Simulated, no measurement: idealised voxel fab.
This section sets out a process module, namely voxel spacer lines.
In the cross-section labelled cut, the width is 245 nm and each square cell is 5 nm.
Bands, listed from the top down, are how a cross-section gets written in this document; the cross-section itself is a grid of square cells, and a band is one or more rows of them.
A band entry consists of two parts. The first gives the height of the band's top and the height of its bottom, in nm. The rest lists the band's materials from left to right, each with its width in nm. A single material labelled with the word "full width" fills the band from edge to edge, and the word "air" marks empty space.
Height datum 0, below which the as-received substrate wafer is one material. Lowest band open at the bottom, running downward: "from 0 down".
Quick explanation for "30..40": the width changes in equal steps down the rows of cells, from the first number in the band's top row to the second number in its bottom row.
No cell of the cross-section changed in a step that is given as "same as before".
The entry titled "Enclosed void inventory" provides the empty spaces that have no open way to the top, restricted to those of 8 cells or more. Each is presented as width x height at distance, the distance being measured from the left edge, with all three in nm.
after a step's settings: what the simulator itself notes on the step
A step's line can hold "overlay nm"; with a mask on that step, the setting says how far right of the planned place the mask lay, while a negative setting says it lay to the left.
**Below is the list of planned process steps**
1: RECEIVE, material Si
2: CONFORMAL_DEP, material Al2O3, thk nm 10
3: DIRECTIONAL_DEP, material TiN, thk nm 10
4: DIRECTIONAL_DEP, material aC, thk nm 20
5: PATTERN, tone cover, mask id MANDREL, material resist, width nm 20, pitch nm 70, thk nm 30, overlay nm 0
6: DIRECTIONAL_ETCH, etch materials aC, depth nm 20
7: STRIP, etch materials resist
8: CONFORMAL_DEP, material SiO2, thk nm 15
9: DIRECTIONAL_ETCH, etch materials SiO2, depth nm 15
10: STRIP, etch materials aC
11: DIRECTIONAL_ETCH, etch materials TiN, depth nm 10
12: STRIP, etch materials SiO2
**Cross-section of the wafer upon arrival, representing the state reached after step 1**
	from 0 down = Si full width
	Enclosed void inventory: none
**Result of the module, cross-sectioned: start per above, plan per above, one error in how it was run**
	from 20 to 10 = 20 nm air  15 nm TiN  20 nm air  15 nm TiN  20 nm air  15 nm TiN  20 nm air  15 nm TiN  20 nm air  15 nm TiN  20 nm air  15 nm TiN  35 nm air
	from 10 to 0 = Al2O3 full width
	from 0 down = Si full width
	Enclosed void inventory: none
Finding, execution versus plan: so step 5 ended up running with a different setting than we planned, it ran as PATTERN, tone cover, mask id MANDREL, material resist, width nm 20, pitch nm 70, thk nm 30, overlay nm -5
